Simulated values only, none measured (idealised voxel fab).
process module | voxel air gaps
cross-section cut | 210 nm wide | cells 5 nm
A cross-section is a grid of square cells, given in bands from the top down. A band is one or more rows of cells.
Each band's line starts with the height of the band's top and of its bottom, in nm. Then come its materials from left to right, each with its width in nm. One material with "throughout" fills the band from edge to edge. "air" is empty space.
Height 0 is the level under which the wafer as received is all one material. The lowest band goes on downwards, as in "0 down".
A width such as "30 to 40" changes by the same amount from each row of cells to the next, from the band's top row to its bottom row.
"no change" after a step means that no cell of the cross-section changed.
closed voids: empty space of 8 cells or more with no open way to the top, each as width x height at its distance from the left edge, in nm
after a step's settings: what the simulator itself notes on the step
overlay nm, on a step with a mask: how far to the right of its planned place the mask lay; to the left if negative
plan
1 op RECEIVE | material Si
2 op CONFORMAL_DEP | material SiO2 | thk nm 15
3 op CONFORMAL_DEP | material SiCN | thk nm 5
4 op DIRECTIONAL_DEP | material lowk | thk nm 40
5 op PATTERN | tone open | mask id LINES | material resist | width nm 20 | pitch nm 45 | thk nm 20 | overlay nm 0
6 op DIRECTIONAL_ETCH | etch materials lowk | depth nm 40
7 op STRIP | etch materials resist
8 op CONFORMAL_DEP | material TiN | thk nm 5
9 op FILL_DEP | material W | thk nm 10
10 op CMP | height nm 60
11 op EPI | material Ru | thk nm 10
12 op SELECTIVE_ETCH | etch materials lowk | depth nm 50
13 op CONFORMAL_DEP | material SiCN | thk nm 5
as received, after step 1
  0 down: Si throughout
  closed voids: none
a wafer at the end: this start, this plan, one mistake
  75 to 70: air 45 | SiCN 140 | air 25
  70 to 60: air 45 | SiCN 5 | Ru 40 | SiCN 5 | Ru 40 | SiCN 5 | Ru 40 | SiCN 5 | air 25
  60 to 55: air 45 | SiCN 15 | TiN 5 | W 10 | TiN 5 | SiCN 25 | TiN 5 | W 10 | TiN 5 | SiCN 25 | TiN 5 | W 10 | TiN 5 | SiCN 15 | air 25
  55 to 25: air 55 | SiCN 5 | TiN 5 | W 10 | TiN 5 | SiCN 5 | air 15 | SiCN 5 | TiN 5 | W 10 | TiN 5 | SiCN 5 | air 15 | SiCN 5 | TiN 5 | W 10 | TiN 5 | SiCN 5 | air 35
  25 to 20: SiCN 60 | TiN 20 | SiCN 25 | TiN 20 | SiCN 25 | TiN 20 | SiCN 40
  20 to 15: SiCN throughout
  15 to 0: SiO2 throughout
  0 down: Si throughout
  closed voids: 15 x 30 at 85; 15 x 30 at 130
what went wrong: step 5 ran as: op PATTERN | tone open | mask id LINES | material resist | width nm 20 | pitch nm 45 | thk nm 20 | overlay nm 10
